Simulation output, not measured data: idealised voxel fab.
The following process module bears the name voxel spacer lines.
Xsec cut, 300 nm wide, square cell size 5 nm.
Think of the cross-section as a grid of square cells. We describe it in bands, top to bottom, and each band covers one or more rows of those cells. Top height, bottom height, nm. Materials left to right, width each, nm. Single material + "full width" = fills band edge to edge. "air" = empty. Height is counted from the level 0, under which the received wafer is composed throughout of one material. The lowest of the bands is not closed at the bottom but continues downward, in the notation "0 nm and below". A width such as "30->40" changes by the same amount from each row of cells to the next, from the band's top row to its bottom row. No cell of the cross-section changed in a step that is given as "nothing was modified". "Closed void roster" lists enclosed empty spaces (at least 8 cells, no open path upward to the top), each as width x height at distance from the left edge, in nm. after a step's settings: what the simulator itself notes on the step. You can add "overlay nm" to a step's line. For a step with a mask, it describes how far the mask lay to the right of its planned position, and a negative number describes a lay to the left.
## Intended process steps
1: RECEIVE [material Si]
2: CONFORMAL_DEP [material SiO2] [thk nm 10]
3: DIRECTIONAL_DEP [material polySi] [thk nm 15]
4: DIRECTIONAL_DEP [material aC] [thk nm 25]
5: PATTERN [tone cover] [mask id MANDREL] [material resist] [width nm 15] [pitch nm 50] [thk nm 30] [overlay nm -15]
6: DIRECTIONAL_ETCH [etch materials aC] [depth nm 25]
7: STRIP [etch materials resist]
8: CONFORMAL_DEP [material SiN] [thk nm 10]
9: DIRECTIONAL_ETCH [etch materials SiN] [depth nm 10]
10: STRIP [etch materials aC]
11: DIRECTIONAL_ETCH [etch materials polySi] [depth nm 15]
12: STRIP [etch materials SiN]
13: FILL_DEP [material lowk] [thk nm 5]
14: CMP [height nm 25]
Split variable: overlay nm, step 5. Plan value = first wafer. Wafers start alike.
## The first of several wafers, as received after step 1, seen in section
* 0 nm and below: Si full width
* Closed void roster: none
## Take a look at the first of several wafers in cross-section: the module is done, and step 14 was its last step
* 25 nm to 10 nm: lowk 90 nm, then polySi 10 nm, then lowk 15 nm, then polySi 10 nm, then lowk 15 nm, then polySi 10 nm, then lowk 15 nm, then polySi 10 nm, then lowk 125 nm
* 10 nm to 0 nm: SiO2 full width
* 0 nm and below: Si full width
* Closed void roster: none
## Final wafer of several, shown in cross-section at the end of the module
* 25 nm to 10 nm: lowk 120 nm, then polySi 10 nm, then lowk 15 nm, then polySi 10 nm, then lowk 15 nm, then polySi 10 nm, then lowk 15 nm, then polySi 10 nm, then lowk 95 nm
* 10 nm to 0 nm: SiO2 full width
* 0 nm and below: Si full width
* Closed void roster: none
## Gained (+) or lost (-) cells of each material since receipt, then closed voids: one row per wafer, at the end of the module
overlay nm -15; +120 SiO2; +156 lowk; +24 polySi; Closed void roster: none
overlay nm -10; +120 SiO2; +156 lowk; +24 polySi; Closed void roster: none
overlay nm -5; +120 SiO2; +156 lowk; +24 polySi; Closed void roster: none
overlay nm 0; +120 SiO2; +156 lowk; +24 polySi; Closed void roster: none
overlay nm 5; +120 SiO2; +156 lowk; +24 polySi; Closed void roster: none
overlay nm 10; +120 SiO2; +156 lowk; +24 polySi; Closed void roster: none
overlay nm 15; +120 SiO2; +156 lowk; +24 polySi; Closed void roster: none
